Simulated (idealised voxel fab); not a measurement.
Process module under the name voxel self aligned contacts
It is cross-section cut that appears here, measuring 165 nm in width, its square cells being 5 nm in size.
Cross-section format: a grid of square cells, given as bands from top to bottom; each band is one or more rows of cells.
Top, bottom (nm), then materials left to right with widths (nm); lone material tagged "throughout" fills the whole band edge to edge; "empty" = empty space.
Note: height 0 marks the level under which the wafer is uniformly one material as received. Lowest band unbounded below, written "top 0, no bottom".
A width given as "30..40" starts at the first number in the band's top row and ends at the second number in its bottom row, shifting by an equal amount at every step from row to row.
Key: "nothing got changed" - step with no changed cell in the cross-section.
Enclosed voids (no open way to top), threshold 8 cells or more, entry "Fully sealed cavities", notation width x height at distance, distance from left edge, nm.
On a step's line, text after the settings is the simulator commenting on that step.
overlay nm: mask right of planned place by this much (step with mask). Neg. = left.

# This section lists the process steps that were planned
- 1: RECEIVE (material Si)
- 2: OXIDIZE (depth nm 5)
- 3: DIRECTIONAL_DEP (material polySi; thk nm 30)
- 4: DIRECTIONAL_DEP (material SiN; thk nm 20)
- 5: DIRECTIONAL_DEP (material aC; thk nm 15)
- 6: PATTERN (tone cover; mask id GATE; material resist; width nm 35; pitch nm 70; thk nm 30; overlay nm 0)
- 7: DIRECTIONAL_ETCH (etch materials aC; depth nm 15)
- 8: STRIP (etch materials resist)
- 9: DIRECTIONAL_ETCH (etch materials SiN; depth nm 20)
- 10: DIRECTIONAL_ETCH (etch materials polySi; depth nm 30)
- 11: STRIP (etch materials aC)
- 12: CONFORMAL_DEP (material SiN; thk nm 10)
- 13: DIRECTIONAL_ETCH (etch materials SiN; depth nm 10)
- 14: FILL_DEP (material SiO2; thk nm 15)
- 15: CMP (height nm 60)
- 16: DIRECTIONAL_DEP (material aC; thk nm 15)
- 17: PATTERN (tone open; mask id CONTACT; material resist; width nm 45; thk nm 30; overlay nm 0)
- 18: DIRECTIONAL_ETCH (etch materials aC; depth nm 15)
- 19: STRIP (etch materials resist)
- 20: DIRECTIONAL_ETCH (etch materials SiO2; depth nm 65)
- 21: STRIP (etch materials aC)
- 22: CONFORMAL_DEP (material TiN; thk nm 5)
- 23: FILL_DEP (material Ru; thk nm 10)
- 24: CMP (height nm 60)
- 25: CONFORMAL_DEP (material SiCN; thk nm 5)

# As-received state of the wafer in cross-section, equivalent to post-step 1
	top 0, no bottom | Si throughout
	Fully sealed cavities: none

# The plan above was carried out on the starting structure above with one mistake, and this cross-section shows the wafer at the end of the module
	top 65, bottom 60 | SiCN throughout
	top 60, bottom 50 | 60 SiO2 / 5..20 TiN / 35..5 Ru / 5..20 TiN / 60 SiO2
	top 50, bottom 45 | 20 SiO2 / 55 SiN / 5 TiN / 5 Ru / 5 TiN / 55 SiN / 20 SiO2
	top 45, bottom 40 | 20 SiO2 / 55 SiN / 15 TiN / 55 SiN / 20 SiO2
	top 40, bottom 30 | SiN throughout
	top 30, bottom 0 | polySi throughout
	top 0, bottom -5 | SiO2 throughout
	top -5, no bottom | Si throughout
	Fully sealed cavities: none
Deviation noted in wafer processing: step 9, actual vs plan mismatch, actual run DIRECTIONAL_ETCH (etch materials SiN; depth nm 10)
